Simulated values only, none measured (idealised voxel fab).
process module | voxel ribs on slabs
cross-section cut | 285 nm wide | cells 5 nm
A cross-section is a grid of square cells, given in bands from the top down. A band is one or more rows of cells.
Each band's line starts with the height of the band's top and of its bottom, in nm. Then come its materials from left to right, each with its width in nm. One material with "throughout" fills the band from edge to edge. "air" is empty space.
Height 0 is the level under which the wafer as received is all one material. The lowest band goes on downwards, as in "0 down".
A width such as "30 to 40" changes by the same amount from each row of cells to the next, from the band's top row to its bottom row.
"no change" after a step means that no cell of the cross-section changed.
closed voids: empty space of 8 cells or more with no open way to the top, each as width x height at its distance from the left edge, in nm
after a step's settings: what the simulator itself notes on the step
overlay nm, on a step with a mask: how far to the right of its planned place the mask lay; to the left if negative
plan
1 op RECEIVE | material Si
2 op DIRECTIONAL_DEP | material SiO2 | thk nm 30
3 op DIRECTIONAL_DEP | material SiN | thk nm 15
4 op DIRECTIONAL_DEP | material aC | thk nm 10
5 op PATTERN | tone cover | mask id RIB | material resist | width nm 15 | thk nm 25 | overlay nm 0
6 op DIRECTIONAL_ETCH | etch materials aC | depth nm 10
7 op STRIP | etch materials resist
8 op DIRECTIONAL_ETCH | etch materials SiN | depth nm 10
9 op STRIP | etch materials aC
10 op PATTERN | tone cover | mask id SLAB | material resist | width nm 45 | thk nm 15 | overlay nm 0
11 op DIRECTIONAL_ETCH | etch materials SiN | depth nm 5
12 op STRIP | etch materials resist
13 op FILL_DEP | material SiO2 | thk nm 25
14 op CMP | height nm 65
15 op DIRECTIONAL_DEP | material W | thk nm 5
16 op MASKED_ETCH | tone cover | mask id HEATER | width nm 25 | etch materials W | depth nm 5 | overlay nm 0
17 op CONFORMAL_DEP | material SiO2 | thk nm 5
first wafer, as planned
as received, after step 1
  0 down: Si throughout
  closed voids: none
after step 2
  30 to 0: SiO2 throughout
  below 0: unchanged
after step 3
  45 to 30: SiN throughout
  below 30: unchanged
after step 4
  55 to 45: aC throughout
  below 45: unchanged
after step 5
  80 to 55: air 135 | resist 15 | air 135
  below 55: unchanged
after step 6
  70 to 55: air 135 | resist 15 | air 135
  55 to 45: air 135 | aC 15 | air 135
  below 45: unchanged
after step 7
  55 to 45: air 135 | aC 15 | air 135
  below 45: unchanged
after step 8
  55 to 45: air 135 | aC 15 | air 135
  45 to 35: air 135 | SiN 15 | air 135
  below 35: unchanged
after step 9
  45 to 35: air 135 | SiN 15 | air 135
  below 35: unchanged
after step 10
  60 to 45: air 120 | resist 45 | air 120
  45 to 35: air 120 | resist 15 | SiN 15 | resist 15 | air 120
  below 35: unchanged
after step 11
  60 to 45: air 120 | resist 45 | air 120
  45 to 35: air 120 | resist 15 | SiN 15 | resist 15 | air 120
  35 to 30: air 120 | SiN 45 | air 120
  below 30: unchanged
after step 12
  45 to 35: air 135 | SiN 15 | air 135
  below 35: unchanged
after step 13
  70 to 45: SiO2 throughout
  45 to 35: SiO2 135 | SiN 15 | SiO2 135
  35 to 30: SiO2 120 | SiN 45 | SiO2 120
  below 30: unchanged
after step 14
  65 to 45: SiO2 throughout
  below 45: unchanged
after step 15
  70 to 65: W throughout
  below 65: unchanged
after step 16
  70 to 65: air 130 | W 25 | air 130
  below 65: unchanged
after step 17
  75 to 70: air 125 | SiO2 35 | air 125
  70 to 65: SiO2 130 | W 25 | SiO2 130
  below 65: unchanged
second wafer: like start, like plan, one mistake. Through step 2 it matches the first wafer
when step 3 should have ended
  60 to 30: SiN throughout
  below 30: unchanged
when step 4 should have ended
  70 to 60: aC throughout
  below 60: unchanged
when step 5 should have ended
  95 to 70: air 135 | resist 15 | air 135
  below 70: unchanged
when step 6 should have ended
  85 to 70: air 135 | resist 15 | air 135
  70 to 60: air 135 | aC 15 | air 135
  below 60: unchanged
when step 7 should have ended
  70 to 60: air 135 | aC 15 | air 135
  below 60: unchanged
when step 8 should have ended
  70 to 60: air 135 | aC 15 | air 135
  60 to 50: air 135 | SiN 15 | air 135
  below 50: unchanged
when step 9 should have ended
  60 to 50: air 135 | SiN 15 | air 135
  below 50: unchanged
when step 10 should have ended
  75 to 60: air 120 | resist 45 | air 120
  60 to 50: air 120 | resist 15 | SiN 15 | resist 15 | air 120
  below 50: unchanged
when step 11 should have ended
  75 to 60: air 120 | resist 45 | air 120
  60 to 50: air 120 | resist 15 | SiN 15 | resist 15 | air 120
  50 to 45: air 120 | SiN 45 | air 120
  below 45: unchanged
when step 12 should have ended
  60 to 50: air 135 | SiN 15 | air 135
  below 50: unchanged
when step 13 should have ended
  85 to 60: SiO2 throughout
  60 to 50: SiO2 135 | SiN 15 | SiO2 135
  50 to 45: SiO2 120 | SiN 45 | SiO2 120
  below 45: unchanged
when step 14 should have ended
  65 to 60: SiO2 throughout
  below 60: unchanged
when step 15 should have ended
  70 to 65: W throughout
  below 65: unchanged
when step 16 should have ended
  70 to 65: air 130 | W 25 | air 130
  below 65: unchanged
when step 17 should have ended
  75 to 70: air 125 | SiO2 35 | air 125
  70 to 65: SiO2 130 | W 25 | SiO2 130
  below 65: unchanged
what went wrong: step 3 was run twice
at the end the second wafer has, in cells: 171 more of SiN | 171 fewer of SiO2
